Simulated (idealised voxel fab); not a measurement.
process module | voxel trench capacitor
cross-section cut | 280 nm wide | cells 5 nm
A cross-section is a grid of square cells, given in bands from the top down. A band is one or more rows of cells.
Each band's line starts with the height of the band's top and of its bottom, in nm. Then come its materials from left to right, each with its width in nm. One material with "throughout" fills the band from edge to edge. "air" is empty space.
Height 0 is the level under which the wafer as received is all one material. The lowest band goes on downwards, as in "0 down".
A width such as "30 to 40" changes by the same amount from each row of cells to the next, from the band's top row to its bottom row.
"no change" after a step means that no cell of the cross-section changed.
closed voids: empty space of 8 cells or more with no open way to the top, each as width x height at its distance from the left edge, in nm
after a step's settings: what the simulator itself notes on the step
overlay nm, on a step with a mask: how far to the right of its planned place the mask lay; to the left if negative
plan
1 op RECEIVE | material Si
2 op CONFORMAL_DEP | material SiN | thk nm 10
3 op MASKED_ETCH | tone open | mask id TRENCH | width nm 20 | pitch nm 40 | etch materials SiN | depth nm 10 | overlay nm 0
4 op MASKED_ETCH | tone open | mask id TRENCH | width nm 20 | pitch nm 40 | etch materials Si | depth nm 40 | overlay nm 0
5 op CONFORMAL_DEP | material SiO2 | thk nm 5
6 op FILL_DEP | material polySi | thk nm 10
7 op CMP | height nm 10
first wafer, as planned
as received, after step 1
  0 down: Si throughout
  closed voids: none
after step 2
  10 to 0: SiN throughout
  below 0: unchanged
after step 3
  10 to 0: SiN 90 | air 20 | SiN 20 | air 20 | SiN 20 | air 20 | SiN 90
  below 0: unchanged
after step 4
  10 to 0: SiN 90 | air 20 | SiN 20 | air 20 | SiN 20 | air 20 | SiN 90
  0 to -40: Si 90 | air 20 | Si 20 | air 20 | Si 20 | air 20 | Si 90
  below -40: unchanged
after step 5
  15 to 10: SiO2 95 | air 10 | SiO2 30 | air 10 | SiO2 30 | air 10 | SiO2 95
  10 to 0: SiN 90 | SiO2 5 | air 10 | SiO2 5 | SiN 20 | SiO2 5 | air 10 | SiO2 5 | SiN 20 | SiO2 5 | air 10 | SiO2 5 | SiN 90
  0 to -35: Si 90 | SiO2 5 | air 10 | SiO2 5 | Si 20 | SiO2 5 | air 10 | SiO2 5 | Si 20 | SiO2 5 | air 10 | SiO2 5 | Si 90
  -35 to -40: Si 90 | SiO2 20 | Si 20 | SiO2 20 | Si 20 | SiO2 20 | Si 90
  below -40: unchanged
after step 6
  25 to 15: polySi throughout
  15 to 10: SiO2 95 | polySi 10 | SiO2 30 | polySi 10 | SiO2 30 | polySi 10 | SiO2 95
  10 to 0: SiN 90 | SiO2 5 | polySi 10 | SiO2 5 | SiN 20 | SiO2 5 | polySi 10 | SiO2 5 | SiN 20 | SiO2 5 | polySi 10 | SiO2 5 | SiN 90
  0 to -35: Si 90 | SiO2 5 | polySi 10 | SiO2 5 | Si 20 | SiO2 5 | polySi 10 | SiO2 5 | Si 20 | SiO2 5 | polySi 10 | SiO2 5 | Si 90
  below -35: unchanged
after step 7
  10 to 0: SiN 90 | SiO2 5 | polySi 10 | SiO2 5 | SiN 20 | SiO2 5 | polySi 10 | SiO2 5 | SiN 20 | SiO2 5 | polySi 10 | SiO2 5 | SiN 90
  below 0: unchanged
second wafer: like start, like plan, one mistake. Through step 3 it matches the first wafer
when step 4 should have ended
  10 to 0: SiN 90 | air 20 | SiN 20 | air 20 | SiN 20 | air 20 | SiN 90
  0 to -80: Si 90 | air 20 | Si 20 | air 20 | Si 20 | air 20 | Si 90
  below -80: unchanged
when step 5 should have ended
  15 to 10: SiO2 95 | air 10 | SiO2 30 | air 10 | SiO2 30 | air 10 | SiO2 95
  10 to 0: SiN 90 | SiO2 5 | air 10 | SiO2 5 | SiN 20 | SiO2 5 | air 10 | SiO2 5 | SiN 20 | SiO2 5 | air 10 | SiO2 5 | SiN 90
  0 to -75: Si 90 | SiO2 5 | air 10 | SiO2 5 | Si 20 | SiO2 5 | air 10 | SiO2 5 | Si 20 | SiO2 5 | air 10 | SiO2 5 | Si 90
  -75 to -80: Si 90 | SiO2 20 | Si 20 | SiO2 20 | Si 20 | SiO2 20 | Si 90
  below -80: unchanged
when step 6 should have ended
  25 to 15: polySi throughout
  15 to 10: SiO2 95 | polySi 10 | SiO2 30 | polySi 10 | SiO2 30 | polySi 10 | SiO2 95
  10 to 0: SiN 90 | SiO2 5 | polySi 10 | SiO2 5 | SiN 20 | SiO2 5 | polySi 10 | SiO2 5 | SiN 20 | SiO2 5 | polySi 10 | SiO2 5 | SiN 90
  0 to -75: Si 90 | SiO2 5 | polySi 10 | SiO2 5 | Si 20 | SiO2 5 | polySi 10 | SiO2 5 | Si 20 | SiO2 5 | polySi 10 | SiO2 5 | Si 90
  below -75: unchanged
when step 7 should have ended
  10 to 0: SiN 90 | SiO2 5 | polySi 10 | SiO2 5 | SiN 20 | SiO2 5 | polySi 10 | SiO2 5 | SiN 20 | SiO2 5 | polySi 10 | SiO2 5 | SiN 90
  below 0: unchanged
what went wrong: step 4 was run twice
at the end the second wafer has, in cells: 96 fewer of Si | 48 more of SiO2 | 48 more of polySi
